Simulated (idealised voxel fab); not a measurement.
Process module in this document: voxel wiring stack
Section shown: cut. Width: 290 nm. Cell size: 5 nm, square.
The cross-sections in this document take the form of a grid made of square cells. They are written out as bands, in order from top to bottom. Each band consists of one or more rows of cells.
In this notation a band is specified by the heights of its top and bottom, in that order and in nm, after which its materials appear from left to right, each paired with its width in nm. The word "full width" attached to a single material means that material fills the band from edge to edge; the word "blank" stands for empty space.
Ref level 0: as-received wafer is one material below here. Bottom band extends down with no lower bound ("0 -> down").
Note: "30..40" means the width goes from the first number (top row of the band) to the second number (bottom row) in equal steps per row of cells.
No cell of the cross-section changed in a step that is given as "remained unchanged".
Closed void entries: empty space of 8 cells or more with no open way to the top, each as width x height at its distance from the left edge, in nm
Step line, after settings: the simulator's comment on this step.
"overlay nm" on a masked step: distance the mask lay right of its planned place, negative for left.

**The steps planned for the process are as follows**
| 1 | RECEIVE (material Si) |
| 2 | CONFORMAL_DEP (material SiO2; thk nm 15) |
| 3 | CONFORMAL_DEP (material SiCN; thk nm 5) |
| 4 | DIRECTIONAL_DEP (material lowk; thk nm 20) |
| 5 | DIRECTIONAL_DEP (material aC; thk nm 10) |
| 6 | PATTERN (tone open; mask id METAL_1; material resist; width nm 30; pitch nm 45; thk nm 25; overlay nm 0) |
| 7 | DIRECTIONAL_ETCH (etch materials aC; depth nm 10) |
| 8 | STRIP (etch materials resist) |
| 9 | DIRECTIONAL_ETCH (etch materials lowk; depth nm 20) |
| 10 | DIRECTIONAL_ETCH (etch materials SiCN; depth nm 5) |
| 11 | STRIP (etch materials aC) |
| 12 | CONFORMAL_DEP (material TiN; thk nm 5) |
| 13 | FILL_DEP (material Cu; thk nm 10) |
| 14 | CMP (height nm 40) |
| 15 | CONFORMAL_DEP (material SiCN; thk nm 5) |
| 16 | DIRECTIONAL_DEP (material SiO2; thk nm 15) |
| 17 | PATTERN (tone open; mask id PLUG_1; material resist; width nm 15; pitch nm 45; thk nm 15; overlay nm 0) |
| 18 | DIRECTIONAL_ETCH (etch materials SiO2; depth nm 15) |
| 19 | DIRECTIONAL_ETCH (etch materials SiCN; depth nm 5) |
| 20 | STRIP (etch materials resist) |
| 21 | EPI (material Ru; thk nm 10) |
| 22 | EPI (material Ru; thk nm 10) |
| 23 | CONFORMAL_DEP (material SiCN; thk nm 5) |
| 24 | DIRECTIONAL_DEP (material lowk; thk nm 20) |
| 25 | MASKED_ETCH (tone open; mask id METAL_2; width nm 30; pitch nm 45; etch materials lowk; depth nm 20; overlay nm 0) |
| 26 | MASKED_ETCH (tone open; mask id METAL_2; width nm 30; pitch nm 45; etch materials SiCN; depth nm 5; overlay nm 0) |
| 27 | CONFORMAL_DEP (material TiN; thk nm 5) |
| 28 | FILL_DEP (material W; thk nm 10) |
| 29 | CMP (height nm 85) |
| 30 | CONFORMAL_DEP (material SiCN; thk nm 5) |
| 31 | DIRECTIONAL_DEP (material lowk; thk nm 25) |
| 32 | PATTERN (tone open; mask id METAL_3_HOLES; material resist; width nm 15; pitch nm 90; thk nm 15; overlay nm 0) |
| 33 | DIRECTIONAL_ETCH (etch materials lowk; depth nm 25) |
| 34 | STRIP (etch materials resist) |
| 35 | DIRECTIONAL_DEP (material aC; thk nm 15) |
| 36 | PATTERN (tone open; mask id METAL_3; material resist; width nm 30; pitch nm 45; thk nm 35; overlay nm 0) |
| 37 | DIRECTIONAL_ETCH (etch materials aC; depth nm 15) |
| 38 | STRIP (etch materials resist) |
| 39 | DIRECTIONAL_ETCH (etch materials lowk; depth nm 15) |
| 40 | DIRECTIONAL_ETCH (etch materials SiCN; depth nm 5) |
| 41 | STRIP (etch materials aC) |
| 42 | CONFORMAL_DEP (material TiN; thk nm 5) |
| 43 | FILL_DEP (material Cu; thk nm 5) |
| 44 | CMP (height nm 115) |
| 45 | CONFORMAL_DEP (material SiCN; thk nm 5) |

**Shown in cross-section is the wafer as received, that is, as it stands after step 1**
* 0 -> down = Si full width
* Closed void entries: none

**Final wafer profile in cross-section after the module, from the same start and plan as above, with one mistake made during processing**
* 120 -> 115 = SiCN full width
* 115 -> 105 = lowk (60); TiN (5); Cu (20); TiN (5); lowk (15); TiN (5); Cu (20); TiN (5); lowk (15); TiN (5); Cu (20); TiN (5); lowk (15); TiN (5); Cu (20); TiN (5); lowk (65)
* 105 -> 100 = lowk (60); TiN (15); Cu (5); TiN (10); lowk (15); TiN (30); lowk (15); TiN (15); Cu (5); TiN (10); lowk (15); TiN (30); lowk (65)
* 100 -> 90 = lowk (70); TiN (5); Cu (5); TiN (5); lowk (75); TiN (5); Cu (5); TiN (5); lowk (115)
* 90 -> 85 = SiCN (70); TiN (15); SiCN (75); TiN (15); SiCN (115)
* 85 -> 65 = lowk (60); TiN (5); W (20); TiN (5); lowk (15); TiN (5); W (20); TiN (5); lowk (15); TiN (5); W (20); TiN (5); lowk (15); TiN (5); W (20); TiN (5); lowk (65)
* 65 -> 60 = SiCN (60); TiN (30); SiCN (15); TiN (30); SiCN (15); TiN (30); SiCN (15); TiN (30); SiCN (65)
* 60 -> 45 = SiO2 (60); Ru (15); SiO2 (30); Ru (15); SiO2 (30); Ru (15); SiO2 (30); Ru (15); SiO2 (80)
* 45 -> 40 = SiCN (60); Ru (15); SiCN (30); Ru (15); SiCN (30); Ru (15); SiCN (30); Ru (15); SiCN (80)
* 40 -> 20 = lowk (60); TiN (5); Cu (20); TiN (5); lowk (15); TiN (5); Cu (20); TiN (5); lowk (15); TiN (5); Cu (20); TiN (5); lowk (15); TiN (5); Cu (20); TiN (5); lowk (65)
* 20 -> 15 = SiCN (60); TiN (30); SiCN (15); TiN (30); SiCN (15); TiN (30); SiCN (15); TiN (30); SiCN (65)
* 15 -> 0 = SiO2 full width
* 0 -> down = Si full width
* Closed void entries: none
What went wrong in running the wafer? step 32 changed vs plan, executed as PATTERN (tone open; mask id METAL_3_HOLES; material resist; width nm 15; pitch nm 90; thk nm 15; overlay nm 10)
